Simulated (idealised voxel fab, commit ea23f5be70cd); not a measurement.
Process module, titled voxel self aligned contacts
Displayed cross-section: cut, width of 165 nm, square cells sized 5 nm.
Cross-section format: a grid of square cells, given as bands from top to bottom; each band is one or more rows of cells.
Look at the band entry: it leads with the top's height and the bottom's height in nm. Then it lists the materials left to right, with a width in nm for each. The word "full width" on a single material says that material fills the band edge to edge. The word "air" is empty space.
For the purposes of this specification, 0 denotes the height below which the wafer in its as-received condition is composed wholly of one material, and the lowermost band, lacking a lower limit, extends downward without end, as expressed in "0 -> down".
Graded width ("30 to 40"): value in top row of band = first number; value in bottom row = second number; row-to-row change constant.
Any step labelled "no alteration" changed none of the cells in the cross-section.
Entry "Closed empty spaces". Content: empty spaces with no open connection to the top, size 8 cells or greater. Each: width x height at distance. Distance: from left edge. Unit: nm.
Read whatever lies past the settings on a step's line as the simulator's own remark about the step.
"overlay nm" answers the question of how far to the right of plan the mask lay on a step that has a mask, and when it is negative the answer is to the left.

## The planned process steps are enumerated hereunder
| 1 | RECEIVE: material Si |
| 2 | OXIDIZE: depth nm 5 |
| 3 | DIRECTIONAL_DEP: material polySi, thk nm 30 |
| 4 | DIRECTIONAL_DEP: material SiN, thk nm 15 |
| 5 | PATTERN: tone cover, mask id GATE, material resist, width nm 30, pitch nm 60, thk nm 15, overlay nm 0 |
| 6 | DIRECTIONAL_ETCH: etch materials SiN, depth nm 15 |
| 7 | DIRECTIONAL_ETCH: etch materials polySi, depth nm 30 |
| 8 | STRIP: etch materials resist |
| 9 | CONFORMAL_DEP: material SiN, thk nm 5 |
| 10 | DIRECTIONAL_ETCH: etch materials SiN, depth nm 5 |
| 11 | FILL_DEP: material SiO2, thk nm 20 |
| 12 | CMP: height nm 55 |
| 13 | PATTERN: tone open, mask id CONTACT, material resist, width nm 40, thk nm 15, overlay nm 0 |
| 14 | DIRECTIONAL_ETCH: etch materials SiO2, depth nm 60 |
| 15 | STRIP: etch materials resist |
| 16 | CONFORMAL_DEP: material TiN, thk nm 5 |
| 17 | FILL_DEP: material Ru, thk nm 10 |
| 18 | CMP: height nm 55 |
| 19 | CONFORMAL_DEP: material SiN, thk nm 5 |

## Received-state cross-section, reflecting completion of step 1
	0 -> down  Si full width
	Closed empty spaces: none

## One mistake in running the module, otherwise start and plan as above: cross-section at the end
	60 -> 55  SiN full width
	55 -> 45  SiO2: 70; TiN: 5; Ru: 30 to 10; TiN: 5 to 25; SiO2: 55
	45 -> 30  SiO2: 30; SiN: 40; TiN: 5; Ru: 10; TiN: 5; SiN: 40; SiO2: 35
	30 -> 0  SiO2: 30; SiN: 5; polySi: 30; SiN: 5; TiN: 5; Ru: 10; TiN: 5; SiN: 5; polySi: 30; SiN: 5; SiO2: 35
	0 -> -5  SiO2: 70; TiN: 20; SiO2: 75
	-5 -> down  Si full width
	Closed empty spaces: none
Finding, execution versus plan: step 13 ran with different settings than intended, the actual operation and settings being PATTERN: tone open, mask id CONTACT, material resist, width nm 40, thk nm 15, overlay nm 10
